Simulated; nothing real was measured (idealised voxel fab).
process module | voxel released beams
cross-section cut | 175 nm wide | cells 5 nm
A cross-section is a grid of square cells, given in bands from the top down. A band is one or more rows of cells.
Each band's line starts with the height of the band's top and of its bottom, in nm. Then come its materials from left to right, each with its width in nm. One material with "throughout" fills the band from edge to edge. "air" is empty space.
Height 0 is the level under which the wafer as received is all one material. The lowest band goes on downwards, as in "0 down".
A width such as "30 to 40" changes by the same amount from each row of cells to the next, from the band's top row to its bottom row.
"no change" after a step means that no cell of the cross-section changed.
closed voids: empty space of 8 cells or more with no open way to the top, each as width x height at its distance from the left edge, in nm
after a step's settings: what the simulator itself notes on the step
overlay nm, on a step with a mask: how far to the right of its planned place the mask lay; to the left if negative
plan
1 op RECEIVE | material Si
2 op CONFORMAL_DEP | material SiN | thk nm 10
3 op DIRECTIONAL_DEP | material SiO2 | thk nm 20
4 op MASKED_ETCH | tone open | mask id ANCHOR | width nm 35 | etch materials SiO2 | depth nm 20 | overlay nm 0
5 op CONFORMAL_DEP | material W | thk nm 10
6 op MASKED_ETCH | tone cover | mask id BEAM | width nm 110 | etch materials W | depth nm 10 | overlay nm 0
7 op STRIP | etch materials SiO2
first wafer, as planned
as received, after step 1
  0 down: Si throughout
  closed voids: none
after step 2
  10 to 0: SiN throughout
  below 0: unchanged
after step 3
  30 to 10: SiO2 throughout
  below 10: unchanged
after step 4
  30 to 10: SiO2 35 | air 35 | SiO2 105
  below 10: unchanged
after step 5
  40 to 30: W 45 | air 15 | W 115
  30 to 20: SiO2 35 | W 10 | air 15 | W 10 | SiO2 105
  20 to 10: SiO2 35 | W 35 | SiO2 105
  below 10: unchanged
after step 6
  40 to 30: air 30 | W 15 | air 15 | W 80 | air 35
  below 30: unchanged
after step 7
  40 to 30: air 30 | W 15 | air 15 | W 80 | air 35
  30 to 20: air 35 | W 10 | air 15 | W 10 | air 105
  20 to 10: air 35 | W 35 | air 105
  below 10: unchanged
second wafer: like start, like plan, one mistake. Through step 1 it matches the first wafer
when step 2 should have ended: no change
when step 3 should have ended
  20 to 0: SiO2 throughout
  below 0: unchanged
when step 4 should have ended
  20 to 0: SiO2 35 | air 35 | SiO2 105
  below 0: unchanged
when step 5 should have ended
  30 to 20: W 45 | air 15 | W 115
  20 to 10: SiO2 35 | W 10 | air 15 | W 10 | SiO2 105
  10 to 0: SiO2 35 | W 35 | SiO2 105
  below 0: unchanged
when step 6 should have ended
  30 to 20: air 30 | W 15 | air 15 | W 80 | air 35
  below 20: unchanged
when step 7 should have ended
  30 to 20: air 30 | W 15 | air 15 | W 80 | air 35
  20 to 10: air 35 | W 10 | air 15 | W 10 | air 105
  10 to 0: air 35 | W 35 | air 105
  below 0: unchanged
what went wrong: step 2 was left out
at the end the second wafer has, in cells: 70 fewer of SiN
